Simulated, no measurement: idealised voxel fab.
You're looking at the process module voxel wiring stack.
cross-section cut | 250 nm wide | cells 5 nm
The cross-sections in this document take the form of a grid made of square cells. They are written out as bands, in order from top to bottom. Each band consists of one or more rows of cells. It is stipulated that each band's entry specify, in nanometres, the height of the top of the band and then that of its bottom, followed by the materials of the band in left-to-right sequence, each together with its width in nanometres. A single material marked by the word "throughout" is understood to fill the band from edge to edge; the word "blank" is understood to denote empty space. All heights in this document are referenced to 0, defined as the level beneath which the wafer, as received, consists entirely of one material. The lowest band is not bounded below; it extends indefinitely downward and is written in the form "top 0, no bottom". Read "30 to 40" as a graded width: first number on top, second number at the bottom, same change between each pair of neighbouring rows. "no change occurred" means the step left every cell of the cross-section as it was. "Closed cavities" lists enclosed empty spaces (at least 8 cells, no open path upward to the top), each as width x height at distance from the left edge, in nm. Text after the settings on a step's line: the simulator's own remark on that step. overlay nm: how far to the right of its planned place the mask lay on this masked step (negative: to the left).
Plan
step 1: RECEIVE [material Si]
step 2: CONFORMAL_DEP [material SiO2] [thk nm 10]
step 3: CONFORMAL_DEP [material SiN] [thk nm 5]
step 4: DIRECTIONAL_DEP [material SiO2] [thk nm 20]
step 5: DIRECTIONAL_DEP [material aC] [thk nm 10]
step 6: PATTERN [tone open] [mask id METAL_1] [material resist] [width nm 20] [pitch nm 40] [thk nm 25] [overlay nm 0]
step 7: DIRECTIONAL_ETCH [etch materials aC] [depth nm 10]
step 8: STRIP [etch materials resist]
step 9: DIRECTIONAL_ETCH [etch materials SiO2] [depth nm 20]
step 10: DIRECTIONAL_ETCH [etch materials SiN] [depth nm 5]
step 11: STRIP [etch materials aC]
step 12: CONFORMAL_DEP [material TiN] [thk nm 5]
step 13: FILL_DEP [material Cu] [thk nm 5]
step 14: CMP [height nm 35]
step 15: CONFORMAL_DEP [material SiCN] [thk nm 5]
step 16: DIRECTIONAL_DEP [material lowk] [thk nm 30]
step 17: MASKED_ETCH [tone open] [mask id METAL_2] [width nm 20] [pitch nm 40] [etch materials lowk] [depth nm 20] [overlay nm 0]
step 18: PATTERN [tone open] [mask id METAL_2_HOLES] [material resist] [width nm 15] [pitch nm 40] [thk nm 20] [overlay nm 0]
step 19: DIRECTIONAL_ETCH [etch materials lowk] [depth nm 10]
step 20: DIRECTIONAL_ETCH [etch materials SiCN] [depth nm 5]
step 21: STRIP [etch materials resist]
step 22: CONFORMAL_DEP [material TiN] [thk nm 5]
step 23: FILL_DEP [material Cu] [thk nm 10]
step 24: CMP [height nm 70]
step 25: CONFORMAL_DEP [material SiCN] [thk nm 5]
step 26: DIRECTIONAL_DEP [material lowk] [thk nm 10]
step 27: DIRECTIONAL_DEP [material aC] [thk nm 15]
step 28: PATTERN [tone open] [mask id PLUG_2] [material resist] [width nm 15] [thk nm 35] [overlay nm 0]
step 29: DIRECTIONAL_ETCH [etch materials aC] [depth nm 15]
step 30: STRIP [etch materials resist]
step 31: DIRECTIONAL_ETCH [etch materials lowk] [depth nm 10]
step 32: DIRECTIONAL_ETCH [etch materials SiCN] [depth nm 5]
step 33: STRIP [etch materials aC]
step 34: EPI [material Ru] [thk nm 10]
step 35: EPI [material Ru] [thk nm 5]
step 36: CONFORMAL_DEP [material SiCN] [thk nm 5]
step 37: DIRECTIONAL_DEP [material lowk] [thk nm 20]
step 38: PATTERN [tone open] [mask id METAL_3] [material resist] [width nm 20] [pitch nm 40] [thk nm 15] [overlay nm 0]
step 39: DIRECTIONAL_ETCH [etch materials lowk] [depth nm 20]
step 40: DIRECTIONAL_ETCH [etch materials SiCN] [depth nm 5]
step 41: STRIP [etch materials resist]
step 42: CONFORMAL_DEP [material TiN] [thk nm 5]
step 43: FILL_DEP [material Cu] [thk nm 5]
step 44: CMP [height nm 110]
step 45: EPI [material Ru] [thk nm 5]
step 46: FILL_DEP [material SiCN] [thk nm 5]
step 47: DIRECTIONAL_DEP [material SiO2] [thk nm 10]
step 48: DIRECTIONAL_DEP [material aC] [thk nm 10]
step 49: PATTERN [tone open] [mask id PLUG_3] [material resist] [width nm 15] [pitch nm 40] [thk nm 30] [overlay nm 0]
step 50: DIRECTIONAL_ETCH [etch materials aC] [depth nm 10]
step 51: STRIP [etch materials resist]
step 52: DIRECTIONAL_ETCH [etch materials SiO2] [depth nm 10]
step 53: DIRECTIONAL_ETCH [etch materials SiCN] [depth nm 5]
step 54: STRIP [etch materials aC]
step 55: EPI [material Ru] [thk nm 10]
step 56: EPI [material Ru] [thk nm 5]
step 57: CONFORMAL_DEP [material SiN] [thk nm 5]
step 58: DIRECTIONAL_DEP [material SiO2] [thk nm 15]
step 59: MASKED_ETCH [tone open] [mask id METAL_4] [width nm 20] [pitch nm 40] [etch materials SiO2] [depth nm 15] [overlay nm 0]
step 60: MASKED_ETCH [tone open] [mask id METAL_4] [width nm 20] [pitch nm 40] [etch materials SiN] [depth nm 5] [overlay nm 0]
step 61: CONFORMAL_DEP [material TiN] [thk nm 5]
step 62: FILL_DEP [material W] [thk nm 10]
step 63: CMP [height nm 150]
step 64: EPI [material Ru] [thk nm 5]
step 65: FILL_DEP [material SiCN] [thk nm 5]
First of two wafers, with the run carried out as planned
Cross-section, incoming material, after step 1
- top 0, no bottom = Si throughout
- Closed cavities: none
Sectional view: wafer, after step 2
- top 10, bottom 0 = SiO2 throughout
- Unchanged below 0.
Sectional view: wafer, after step 3
- top 15, bottom 10 = SiN throughout
- Unchanged below 10.
Sectional view: wafer, after step 4
- top 35, bottom 15 = SiO2 throughout
- Unchanged below 15.
Sectional view: wafer, after step 5
- top 45, bottom 35 = aC throughout
- Unchanged below 35.
Sectional view: wafer, after step 6
- top 70, bottom 45 = 95 of resist  20 of blank  20 of resist  20 of blank  95 of resist
- Unchanged below 45.
Sectional view: wafer, after step 7
- top 60, bottom 45 = 95 of resist  20 of blank  20 of resist  20 of blank  95 of resist
- top 45, bottom 35 = 95 of aC  20 of blank  20 of aC  20 of blank  95 of aC
- Unchanged below 35.
Sectional view: wafer, after step 8
- top 45, bottom 35 = 95 of aC  20 of blank  20 of aC  20 of blank  95 of aC
- Unchanged below 35.
Sectional view: wafer, after step 9
- top 45, bottom 35 = 95 of aC  20 of blank  20 of aC  20 of blank  95 of aC
- top 35, bottom 15 = 95 of SiO2  20 of blank  20 of SiO2  20 of blank  95 of SiO2
- Unchanged below 15.
Sectional view: wafer, after step 10
- top 45, bottom 35 = 95 of aC  20 of blank  20 of aC  20 of blank  95 of aC
- top 35, bottom 15 = 95 of SiO2  20 of blank  20 of SiO2  20 of blank  95 of SiO2
- top 15, bottom 10 = 95 of SiN  20 of blank  20 of SiN  20 of blank  95 of SiN
- Unchanged below 10.
Sectional view: wafer, after step 11
- top 35, bottom 15 = 95 of SiO2  20 of blank  20 of SiO2  20 of blank  95 of SiO2
- Unchanged below 15.
Sectional view: wafer, after step 12
- top 40, bottom 35 = 100 of TiN  10 of blank  30 of TiN  10 of blank  100 of TiN
- top 35, bottom 15 = 95 of SiO2  5 of TiN  10 of blank  5 of TiN  20 of SiO2  5 of TiN  10 of blank  5 of TiN  95 of SiO2
- top 15, bottom 10 = 95 of SiN  20 of TiN  20 of SiN  20 of TiN  95 of SiN
- Unchanged below 10.
Sectional view: wafer, after step 13
- top 45, bottom 40 = Cu throughout
- top 40, bottom 35 = 100 of TiN  10 of Cu  30 of TiN  10 of Cu  100 of TiN
- top 35, bottom 15 = 95 of SiO2  5 of TiN  10 of Cu  5 of TiN  20 of SiO2  5 of TiN  10 of Cu  5 of TiN  95 of SiO2
- Unchanged below 15.
Sectional view: wafer, after step 14
- top 35, bottom 15 = 95 of SiO2  5 of TiN  10 of Cu  5 of TiN  20 of SiO2  5 of TiN  10 of Cu  5 of TiN  95 of SiO2
- Unchanged below 15.
Sectional view: wafer, after step 15
- top 40, bottom 35 = SiCN throughout
- Unchanged below 35.
Sectional view: wafer, after step 16
- top 70, bottom 40 = lowk throughout
- Unchanged below 40.
Sectional view: wafer, after step 17
- top 70, bottom 50 = 95 of lowk  20 of blank  20 of lowk  20 of blank  95 of lowk
- Unchanged below 50.
Sectional view: wafer, after step 18
- top 90, bottom 70 = 95 of resist  15 of blank  25 of resist  15 of blank  100 of resist
- top 70, bottom 50 = 95 of lowk  15 of blank  5 of resist  20 of lowk  15 of blank  5 of resist  95 of lowk
- Unchanged below 50.
Sectional view: wafer, after step 19
- top 90, bottom 70 = 95 of resist  15 of blank  25 of resist  15 of blank  100 of resist
- top 70, bottom 50 = 95 of lowk  15 of blank  5 of resist  20 of lowk  15 of blank  5 of resist  95 of lowk
- top 50, bottom 40 = 95 of lowk  15 of blank  25 of lowk  15 of blank  100 of lowk
- Unchanged below 40.
Sectional view: wafer, after step 20
- top 90, bottom 70 = 95 of resist  15 of blank  25 of resist  15 of blank  100 of resist
- top 70, bottom 50 = 95 of lowk  15 of blank  5 of resist  20 of lowk  15 of blank  5 of resist  95 of lowk
- top 50, bottom 40 = 95 of lowk  15 of blank  25 of lowk  15 of blank  100 of lowk
- top 40, bottom 35 = 95 of SiCN  15 of blank  25 of SiCN  15 of blank  100 of SiCN
- Unchanged below 35.
Sectional view: wafer, after step 21
- top 70, bottom 50 = 95 of lowk  20 of blank  20 of lowk  20 of blank  95 of lowk
- Unchanged below 50.
Sectional view: wafer, after step 22
- top 75, bottom 70 = 100 of TiN  10 of blank  30 of TiN  10 of blank  100 of TiN
- top 70, bottom 55 = 95 of lowk  5 of TiN  10 of blank  5 of TiN  20 of lowk  5 of TiN  10 of blank  5 of TiN  95 of lowk
- top 55, bottom 50 = 95 of lowk  5 of TiN  5 of blank  10 of TiN  20 of lowk  5 of TiN  5 of blank  10 of TiN  95 of lowk
- top 50, bottom 40 = 95 of lowk  5 of TiN  5 of blank  5 of TiN  25 of lowk  5 of TiN  5 of blank  5 of TiN  100 of lowk
- top 40, bottom 35 = 95 of SiCN  15 of TiN  25 of SiCN  15 of TiN  100 of SiCN
- Unchanged below 35.
Sectional view: wafer, after step 23
- top 85, bottom 75 = Cu throughout
- top 75, bottom 70 = 100 of TiN  10 of Cu  30 of TiN  10 of Cu  100 of TiN
- top 70, bottom 55 = 95 of lowk  5 of TiN  10 of Cu  5 of TiN  20 of lowk  5 of TiN  10 of Cu  5 of TiN  95 of lowk
- top 55, bottom 50 = 95 of lowk  5 of TiN  5 of Cu  10 of TiN  20 of lowk  5 of TiN  5 of Cu  10 of TiN  95 of lowk
- top 50, bottom 40 = 95 of lowk  5 of TiN  5 of Cu  5 of TiN  25 of lowk  5 of TiN  5 of Cu  5 of TiN  100 of lowk
- Unchanged below 40.
Sectional view: wafer, after step 24
- top 70, bottom 55 = 95 of lowk  5 of TiN  10 of Cu  5 of TiN  20 of lowk  5 of TiN  10 of Cu  5 of TiN  95 of lowk
- Unchanged below 55.
Sectional view: wafer, after step 25
- top 75, bottom 70 = SiCN throughout
- Unchanged below 70.
Sectional view: wafer, after step 26
- top 85, bottom 75 = lowk throughout
- Unchanged below 75.
Sectional view: wafer, after step 27
- top 100, bottom 85 = aC throughout
- Unchanged below 85.
Sectional view: wafer, after step 28
- top 135, bottom 100 = 95 of resist  15 of blank  140 of resist
- Unchanged below 100.
Sectional view: wafer, after step 29
- top 120, bottom 100 = 95 of resist  15 of blank  140 of resist
- top 100, bottom 85 = 95 of aC  15 of blank  140 of aC
- Unchanged below 85.
Sectional view: wafer, after step 30
- top 100, bottom 85 = 95 of aC  15 of blank  140 of aC
- Unchanged below 85.
Sectional view: wafer, after step 31
- top 100, bottom 85 = 95 of aC  15 of blank  140 of aC
- top 85, bottom 75 = 95 of lowk  15 of blank  140 of lowk
- Unchanged below 75.
Sectional view: wafer, after step 32
- top 100, bottom 85 = 95 of aC  15 of blank  140 of aC
- top 85, bottom 75 = 95 of lowk  15 of blank  140 of lowk
- top 75, bottom 70 = 95 of SiCN  15 of blank  140 of SiCN
- Unchanged below 70.
Sectional view: wafer, after step 33
- top 85, bottom 75 = 95 of lowk  15 of blank  140 of lowk
- Unchanged below 75.
Sectional view: wafer, after step 34
- top 85, bottom 80 = 95 of lowk  15 of blank  140 of lowk
- top 80, bottom 75 = 95 of lowk  15 of Ru  140 of lowk
- top 75, bottom 70 = 95 of SiCN  15 of Ru  140 of SiCN
- Unchanged below 70.
Sectional view: wafer, after step 35
- top 85, bottom 75 = 95 of lowk  15 of Ru  140 of lowk
- Unchanged below 75.
Sectional view: wafer, after step 36
- top 90, bottom 85 = SiCN throughout
- Unchanged below 85.
Sectional view: wafer, after step 37
- top 110, bottom 90 = lowk throughout
- Unchanged below 90.
Sectional view: wafer, after step 38
- top 125, bottom 110 = 95 of resist  20 of blank  20 of resist  20 of blank  95 of resist
- Unchanged below 110.
Sectional view: wafer, after step 39
- top 125, bottom 110 = 95 of resist  20 of blank  20 of resist  20 of blank  95 of resist
- top 110, bottom 90 = 95 of lowk  20 of blank  20 of lowk  20 of blank  95 of lowk
- Unchanged below 90.
Sectional view: wafer, after step 40
- top 125, bottom 110 = 95 of resist  20 of blank  20 of resist  20 of blank  95 of resist
- top 110, bottom 90 = 95 of lowk  20 of blank  20 of lowk  20 of blank  95 of lowk
- top 90, bottom 85 = 95 of SiCN  20 of blank  20 of SiCN  20 of blank  95 of SiCN
- Unchanged below 85.
Sectional view: wafer, after step 41
- top 110, bottom 90 = 95 of lowk  20 of blank  20 of lowk  20 of blank  95 of lowk
- Unchanged below 90.
Sectional view: wafer, after step 42
- top 115, bottom 110 = 100 of TiN  10 of blank  30 of TiN  10 of blank  100 of TiN
- top 110, bottom 90 = 95 of lowk  5 of TiN  10 of blank  5 of TiN  20 of lowk  5 of TiN  10 of blank  5 of TiN  95 of lowk
- top 90, bottom 85 = 95 of SiCN  20 of TiN  20 of SiCN  20 of TiN  95 of SiCN
- Unchanged below 85.
Sectional view: wafer, after step 43
- top 120, bottom 115 = Cu throughout
- top 115, bottom 110 = 100 of TiN  10 of Cu  30 of TiN  10 of Cu  100 of TiN
- top 110, bottom 90 = 95 of lowk  5 of TiN  10 of Cu  5 of TiN  20 of lowk  5 of TiN  10 of Cu  5 of TiN  95 of lowk
- Unchanged below 90.
Sectional view: wafer, after step 44
- top 110, bottom 90 = 95 of lowk  5 of TiN  10 of Cu  5 of TiN  20 of lowk  5 of TiN  10 of Cu  5 of TiN  95 of lowk
- Unchanged below 90.
Sectional view: wafer, after step 45
- top 115, bottom 110 = 90 of blank  30 of Ru  10 of blank  30 of Ru  90 of blank
- Unchanged below 110.
Sectional view: wafer, after step 46
- top 120, bottom 115 = SiCN throughout
- top 115, bottom 110 = 90 of SiCN  30 of Ru  10 of SiCN  30 of Ru  90 of SiCN
- Unchanged below 110.
Sectional view: wafer, after step 47
- top 130, bottom 120 = SiO2 throughout
- Unchanged below 120.
Sectional view: wafer, after step 48
- top 140, bottom 130 = aC throughout
- Unchanged below 130.
Sectional view: wafer, after step 49
- top 170, bottom 140 = 95 of resist  15 of blank  25 of resist  15 of blank  100 of resist
- Unchanged below 140.
Sectional view: wafer, after step 50
- top 160, bottom 140 = 95 of resist  15 of blank  25 of resist  15 of blank  100 of resist
- top 140, bottom 130 = 95 of aC  15 of blank  25 of aC  15 of blank  100 of aC
- Unchanged below 130.
Sectional view: wafer, after step 51
- top 140, bottom 130 = 95 of aC  15 of blank  25 of aC  15 of blank  100 of aC
- Unchanged below 130.
Sectional view: wafer, after step 52
- top 140, bottom 130 = 95 of aC  15 of blank  25 of aC  15 of blank  100 of aC
- top 130, bottom 120 = 95 of SiO2  15 of blank  25 of SiO2  15 of blank  100 of SiO2
- Unchanged below 120.
Sectional view: wafer, after step 53
- top 140, bottom 130 = 95 of aC  15 of blank  25 of aC  15 of blank  100 of aC
- top 130, bottom 120 = 95 of SiO2  15 of blank  25 of SiO2  15 of blank  100 of SiO2
- top 120, bottom 115 = 95 of SiCN  15 of blank  25 of SiCN  15 of blank  100 of SiCN
- Unchanged below 115.
Sectional view: wafer, after step 54
- top 130, bottom 120 = 95 of SiO2  15 of blank  25 of SiO2  15 of blank  100 of SiO2
- Unchanged below 120.
Sectional view: wafer, after step 55
- top 130, bottom 125 = 95 of SiO2  15 of blank  25 of SiO2  15 of blank  100 of SiO2
- top 125, bottom 120 = 95 of SiO2  15 of Ru  25 of SiO2  15 of Ru  100 of SiO2
- top 120, bottom 110 = 95 to 90 of SiCN  15 to 30 of Ru  25 to 10 of SiCN  15 to 30 of Ru  100 to 90 of SiCN
- Unchanged below 110.
Sectional view: wafer, after step 56
- top 130, bottom 120 = 95 of SiO2  15 of Ru  25 of SiO2  15 of Ru  100 of SiO2
- Unchanged below 120.
Sectional view: wafer, after step 57
- top 135, bottom 130 = SiN throughout
- Unchanged below 130.
Sectional view: wafer, after step 58
- top 150, bottom 135 = SiO2 throughout
- Unchanged below 135.
Sectional view: wafer, after step 59
- top 150, bottom 135 = 95 of SiO2  20 of blank  20 of SiO2  20 of blank  95 of SiO2
- Unchanged below 135.
Sectional view: wafer, after step 60
- top 150, bottom 135 = 95 of SiO2  20 of blank  20 of SiO2  20 of blank  95 of SiO2
- top 135, bottom 130 = 95 of SiN  20 of blank  20 of SiN  20 of blank  95 of SiN
- Unchanged below 130.
Sectional view: wafer, after step 61
- top 155, bottom 150 = 100 of TiN  10 of blank  30 of TiN  10 of blank  100 of TiN
- top 150, bottom 135 = 95 of SiO2  5 of TiN  10 of blank  5 of TiN  20 of SiO2  5 of TiN  10 of blank  5 of TiN  95 of SiO2
- top 135, bottom 130 = 95 of SiN  20 of TiN  20 of SiN  20 of TiN  95 of SiN
- Unchanged below 130.
Sectional view: wafer, after step 62
- top 165, bottom 155 = W throughout
- top 155, bottom 150 = 100 of TiN  10 of W  30 of TiN  10 of W  100 of TiN
- top 150, bottom 135 = 95 of SiO2  5 of TiN  10 of W  5 of TiN  20 of SiO2  5 of TiN  10 of W  5 of TiN  95 of SiO2
- Unchanged below 135.
Sectional view: wafer, after step 63
- top 150, bottom 135 = 95 of SiO2  5 of TiN  10 of W  5 of TiN  20 of SiO2  5 of TiN  10 of W  5 of TiN  95 of SiO2
- Unchanged below 135.
Sectional view: wafer, after step 64
- top 155, bottom 150 = 90 of blank  30 of Ru  10 of blank  30 of Ru  90 of blank
- Unchanged below 150.
Sectional view: wafer, after step 65
- top 160, bottom 155 = SiCN throughout
- top 155, bottom 150 = 90 of SiCN  30 of Ru  10 of SiCN  30 of Ru  90 of SiCN
- Unchanged below 150.
The remaining wafer, second of the two, started like the first and was run to the same plan, except that one mistake was made along the way; the two coincide through step 62, inclusive
Second wafer, section view, time point: scheduled end of step 63: no change occurred
Second wafer, section view, time point: scheduled end of step 64
- top 170, bottom 165 = Ru throughout
- Unchanged below 165.
Second wafer, section view, time point: scheduled end of step 65
- top 175, bottom 170 = SiCN throughout
- Unchanged below 170.
Deviation noted in wafer processing: step 63 of the plan did not run at all; it was left out
Final wafer comparison in cells, second versus first, more or fewer per material: Ru: 38 more; SiCN: 38 fewer; TiN: 46 more; W: 104 more
